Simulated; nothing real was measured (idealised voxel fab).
The name of this process module is voxel released beams.
290 nm wide, 5 nm square cells: that's cross-section cut.
Format of a cross-section: grid, square cells. Given as bands. Order: top down. Band: one or more rows of cells. Within each band entry, the heights of the top and of the bottom of the band appear first, in that order and in nm; the materials of the band then follow from left to right, each with its corresponding width in nm. The designation "everywhere" on a single material indicates that it fills the band from edge to edge; the designation "blank" indicates empty space. For the purposes of this specification, 0 denotes the height below which the wafer in its as-received condition is composed wholly of one material, and the lowermost band, lacking a lower limit, extends downward without end, as expressed in "0 -> down". You'd read "30 to 40" like this: the band's top row of cells is as wide as the first number, its bottom row is as wide as the second, and going down, every row changes width by the same amount as the row before did. The cross-section has no changed cell in any step marked "stayed the same". So "Closed void register" is basically the list of trapped voids: any empty space of 8 cells or more that can't reach the top through an opening. They're written width x height at distance, the distance being from the left edge, and it's all nm. Formally, on a step line, whatever follows the settings is a remark that the simulator itself makes on the step. overlay nm: how far to the right of its planned place the mask lay on this masked step (negative: to the left).
Process steps (planned):
1) RECEIVE (material Si)
2) CONFORMAL_DEP (material Al2O3; thk nm 10)
3) DIRECTIONAL_DEP (material SiO2; thk nm 20)
4) DIRECTIONAL_DEP (material aC; thk nm 10)
5) PATTERN (tone open; mask id ANCHOR; material resist; width nm 40; thk nm 30; overlay nm 0)
6) DIRECTIONAL_ETCH (etch materials aC; depth nm 10)
7) STRIP (etch materials resist)
8) DIRECTIONAL_ETCH (etch materials SiO2; depth nm 20)
9) STRIP (etch materials aC)
10) CONFORMAL_DEP (material SiN; thk nm 15)
11) PATTERN (tone cover; mask id BEAM; material resist; width nm 115; thk nm 15; overlay nm 0)
12) DIRECTIONAL_ETCH (etch materials SiN; depth nm 15)
13) STRIP (etch materials resist)
14) STRIP (etch materials SiO2)
The first of a set of two wafers, run to plan:
Cross-section of the wafer at receipt, which is the condition after step 1:
- 0 -> down | Si everywhere
- Closed void register: none
Presented here is a cross-section of the wafer after step 2 has been performed:
- 10 -> 0 | Al2O3 everywhere
- At heights below 0, the structure remains unaltered.
Presented here is a cross-section of the wafer after step 3 has been performed:
- 30 -> 10 | SiO2 everywhere
- At heights below 10, the structure remains unaltered.
Presented here is a cross-section of the wafer after step 4 has been performed:
- 40 -> 30 | aC everywhere
- At heights below 30, the structure remains unaltered.
Presented here is a cross-section of the wafer after step 5 has been performed:
- 70 -> 40 | 90 resist | 40 blank | 160 resist
- At heights below 40, the structure remains unaltered.
Presented here is a cross-section of the wafer after step 6 has been performed:
- 60 -> 40 | 90 resist | 40 blank | 160 resist
- 40 -> 30 | 90 aC | 40 blank | 160 aC
- At heights below 30, the structure remains unaltered.
Presented here is a cross-section of the wafer after step 7 has been performed:
- 40 -> 30 | 90 aC | 40 blank | 160 aC
- At heights below 30, the structure remains unaltered.
Presented here is a cross-section of the wafer after step 8 has been performed:
- 40 -> 30 | 90 aC | 40 blank | 160 aC
- 30 -> 10 | 90 SiO2 | 40 blank | 160 SiO2
- At heights below 10, the structure remains unaltered.
Presented here is a cross-section of the wafer after step 9 has been performed:
- 30 -> 10 | 90 SiO2 | 40 blank | 160 SiO2
- At heights below 10, the structure remains unaltered.
Presented here is a cross-section of the wafer after step 10 has been performed:
- 45 -> 30 | 105 SiN | 10 blank | 175 SiN
- 30 -> 25 | 90 SiO2 | 15 SiN | 10 blank | 15 SiN | 160 SiO2
- 25 -> 10 | 90 SiO2 | 40 SiN | 160 SiO2
- At heights below 10, the structure remains unaltered.
Presented here is a cross-section of the wafer after step 11 has been performed:
- 60 -> 45 | 85 blank | 115 resist | 90 blank
- 45 -> 30 | 105 SiN | 10 resist | 175 SiN
- 30 -> 25 | 90 SiO2 | 15 SiN | 10 resist | 15 SiN | 160 SiO2
- At heights below 25, the structure remains unaltered.
Presented here is a cross-section of the wafer after step 12 has been performed:
- 60 -> 45 | 85 blank | 115 resist | 90 blank
- 45 -> 30 | 85 blank | 20 SiN | 10 resist | 85 SiN | 90 blank
- At heights below 30, the structure remains unaltered.
Presented here is a cross-section of the wafer after step 13 has been performed:
- 45 -> 30 | 85 blank | 20 SiN | 10 blank | 85 SiN | 90 blank
- 30 -> 25 | 90 SiO2 | 15 SiN | 10 blank | 15 SiN | 160 SiO2
- At heights below 25, the structure remains unaltered.
Presented here is a cross-section of the wafer after step 14 has been performed:
- 45 -> 30 | 85 blank | 20 SiN | 10 blank | 85 SiN | 90 blank
- 30 -> 25 | 90 blank | 15 SiN | 10 blank | 15 SiN | 160 blank
- 25 -> 10 | 90 blank | 40 SiN | 160 blank
- At heights below 10, the structure remains unaltered.
Companion wafer, the second of two: same beginning, same intended sequence, one mistake in carrying it out; through step 8 inclusive it tracks the first exactly:
Second wafer, cut view, end of step 9 per plan:
- 0 -> down | Si everywhere
Second wafer, cut view, end of step 10 per plan:
- 15 -> 0 | SiN everywhere
- At heights below 0, the structure remains unaltered.
Second wafer, cut view, end of step 11 per plan:
- 30 -> 15 | 85 blank | 115 resist | 90 blank
- At heights below 15, the structure remains unaltered.
Second wafer, cut view, end of step 12 per plan:
- 30 -> 15 | 85 blank | 115 resist | 90 blank
- 15 -> 0 | 85 blank | 115 SiN | 90 blank
- At heights below 0, the structure remains unaltered.
Second wafer, cut view, end of step 13 per plan:
- 15 -> 0 | 85 blank | 115 SiN | 90 blank
- At heights below 0, the structure remains unaltered.
Second wafer, cut view, end of step 14 per plan: stayed the same
Processing error: so step 9 ended up running with a different setting than we planned, it ran as STRIP (etch materials Al2O3)
The closing comparison, in cells, has the second wafer with more or fewer of some materials than the first: Al2O3 -116; SiN -24
